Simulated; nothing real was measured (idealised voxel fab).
Proc. module: voxel self aligned vias
The cross-section on display is named cut; it measures 280 nm wide, and its cells are 5 nm squares.
In what follows, cross-sections appear as grids of square cells, described through bands that run from the top down, where every band is one or more rows of cells. First you get the band's top height and its bottom height, in nm, and then the materials it's made of, left to right, with each width in nm. If you see a single material with "everywhere", that one covers the band edge to edge. "empty" is empty space. Ref level 0: as-received wafer is one material below here. Bottom band extends down with no lower bound ("from 0 down"). So if you see something like "30 to 40" for the width, read it as the top row of the band sitting at the first number and the bottom row at the second, with every row in between moving by the same amount as the last. Reading "no alterations made" for a step: not a cell of the cross-section changed in it. So "Closed void inventory" is basically the list of trapped voids: any empty space of 8 cells or more that can't reach the top through an opening. They're written width x height at distance, the distance being from the left edge, and it's all nm. Read whatever lies past the settings on a step's line as the simulator's own remark about the step. What "overlay nm" on a step's line means: if the step has a mask, that mask lay this far to the right of its planned place, or, when the value is negative, to the left.

Below is the list of planned process steps
1. RECEIVE,material Si
2. CONFORMAL_DEP,material SiO2,thk nm 10
3. CONFORMAL_DEP,material SiCN,thk nm 5
4. DIRECTIONAL_DEP,material lowk,thk nm 25
5. MASKED_ETCH,tone open,mask id LINES,width nm 20,pitch nm 45,etch materials lowk,depth nm 25,overlay nm 0
6. CONFORMAL_DEP,material TiN,thk nm 5
7. FILL_DEP,material W,thk nm 10
8. CMP,height nm 40
9. SELECTIVE_ETCH,etch materials W Ru TiN,depth nm 5
10. FILL_DEP,material SiN,thk nm 5
11. CMP,height nm 40
12. DIRECTIONAL_DEP,material lowk,thk nm 15
13. PATTERN,tone open,mask id VIAS,material resist,width nm 30,thk nm 20,overlay nm 0
14. DIRECTIONAL_ETCH,etch materials lowk,depth nm 15
15. DIRECTIONAL_ETCH,etch materials SiN,depth nm 5
16. STRIP,etch materials resist
17. CONFORMAL_DEP,material TiN,thk nm 5
18. FILL_DEP,material Ru,thk nm 10
19. CMP,height nm 55
20. CONFORMAL_DEP,material SiCN,thk nm 5

Cross-section of the wafer upon arrival, representing the state reached after step 1
  from 0 down  Si everywhere
  Closed void inventory: none

End-of-module XS, first of two wafers, run as planned
  from 60 to 55  SiCN everywhere
  from 55 to 45  100 nm lowk / 5 nm TiN / 20 nm Ru / 5 nm TiN / 150 nm lowk
  from 45 to 40  100 nm lowk / 10 nm TiN / 10 nm Ru / 10 nm TiN / 150 nm lowk
  from 40 to 35  105 nm lowk / 20 nm TiN / 25 nm lowk / 20 nm SiN / 110 nm lowk
  from 35 to 20  105 nm lowk / 5 nm TiN / 10 nm W / 5 nm TiN / 25 nm lowk / 5 nm TiN / 10 nm W / 5 nm TiN / 110 nm lowk
  from 20 to 15  105 nm lowk / 20 nm TiN / 25 nm lowk / 20 nm TiN / 110 nm lowk
  from 15 to 10  SiCN everywhere
  from 10 to 0  SiO2 everywhere
  from 0 down  Si everywhere
  Closed void inventory: none

Module end: cross-section of wafer two of two. Same start and process plan as the first wafer. One mistake during execution
  from 60 to 55  SiCN everywhere
  from 55 to 40  100 nm lowk / 5 nm TiN / 20 nm Ru / 5 nm TiN / 150 nm lowk
  from 40 to 35  100 nm lowk / 30 nm TiN / 20 nm lowk / 20 nm SiN / 110 nm lowk
  from 35 to 20  105 nm lowk / 5 nm TiN / 10 nm W / 5 nm TiN / 25 nm lowk / 5 nm TiN / 10 nm W / 5 nm TiN / 110 nm lowk
  from 20 to 15  105 nm lowk / 20 nm TiN / 25 nm lowk / 20 nm TiN / 110 nm lowk
  from 15 to 10  SiCN everywhere
  from 10 to 0  SiO2 everywhere
  from 0 down  Si everywhere
  Closed void inventory: none
The plan and the run diverged here: contrary to plan, step 14 was performed as DIRECTIONAL_ETCH,etch materials lowk,depth nm 20
Materials where the second wafer ends with more or fewer cells than the first: Ru: 2 more, lowk: 2 fewer
